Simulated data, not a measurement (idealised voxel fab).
Process module name: voxel released beams
Cross-section cut: width 240 nm, square cells of 5 nm.
Format of a cross-section: grid, square cells. Given as bands. Order: top down. Band: one or more rows of cells.
Read a band's entry like this: the first values are the height of its top and the height of its bottom in nm, and what follows is the sequence of materials from left to right, each with its width in nm. Note that "blank" is empty space, and that a single material marked "all across" reaches across the band from edge to edge.
Height datum 0, below which the as-received substrate wafer is one material. Lowest band open at the bottom, running downward: "top 0, no bottom".
The two numbers in a width such as "30..40" mark its ends across the band: the first belongs to the top row of cells, the second to the bottom row, and from each row to the next the width moves by the same amount.
"left unchanged" means the step left every cell of the cross-section as it was.
The list in "Sealed internal cavities" covers empty spaces of 8 cells or more that cannot reach the top through any open way, and it gives each as width x height at distance; the distance is from the left edge, and width, height and distance are in nm.
Post-settings text on a step line: simulator's own remark regarding the step.
"overlay nm" denotes, for a step that has a mask, the displacement of the mask to the right of its planned place, with negative values corresponding to the left.

# Intended process steps
1) RECEIVE | material Si
2) CONFORMAL_DEP | material SiN | thk nm 5
3) DIRECTIONAL_DEP | material SiO2 | thk nm 20
4) DIRECTIONAL_DEP | material aC | thk nm 10
5) PATTERN | tone open | mask id ANCHOR | material resist | width nm 40 | thk nm 25 | overlay nm 0
6) DIRECTIONAL_ETCH | etch materials aC | depth nm 10
7) STRIP | etch materials resist
8) DIRECTIONAL_ETCH | etch materials SiO2 | depth nm 20
9) STRIP | etch materials aC
10) CONFORMAL_DEP | material polySi | thk nm 15
11) DIRECTIONAL_DEP | material aC | thk nm 10
12) PATTERN | tone cover | mask id BEAM | material resist | width nm 90 | thk nm 30 | overlay nm 0
13) DIRECTIONAL_ETCH | etch materials aC | depth nm 10
14) STRIP | etch materials resist
15) DIRECTIONAL_ETCH | etch materials polySi | depth nm 15
16) STRIP | etch materials aC
17) STRIP | etch materials SiO2

# Wafer at receipt (post step 1), cross-section
top 0, no bottom: Si all across
Sealed internal cavities: none

# End-of-module cross-section of the first of two wafers, processed as planned
top 40, bottom 25: blank 70 nm, polySi 20 nm, blank 10 nm, polySi 60 nm, blank 80 nm
top 25, bottom 20: blank 75 nm, polySi 15 nm, blank 10 nm, polySi 15 nm, blank 125 nm
top 20, bottom 5: blank 75 nm, polySi 40 nm, blank 125 nm
top 5, bottom 0: SiN all across
top 0, no bottom: Si all across
Sealed internal cavities: none

# Cross-section, wafer two of two, end of module: same start and plan as wafer one, one error in execution
top 40, bottom 25: blank 70 nm, polySi 30 nm, blank 10 nm, polySi 50 nm, blank 80 nm
top 25, bottom 20: blank 85 nm, polySi 15 nm, blank 10 nm, polySi 15 nm, blank 115 nm
top 20, bottom 5: blank 85 nm, polySi 40 nm, blank 115 nm
top 5, bottom 0: SiN all across
top 0, no bottom: Si all across
Sealed internal cavities: none
Heads up, the wafer didn't run the way we planned it: planned and actual differ for step 5; actual: PATTERN | tone open | mask id ANCHOR | material resist | width nm 40 | thk nm 25 | overlay nm 10
Cell counts per material: same on both final wafers. Positions: different.
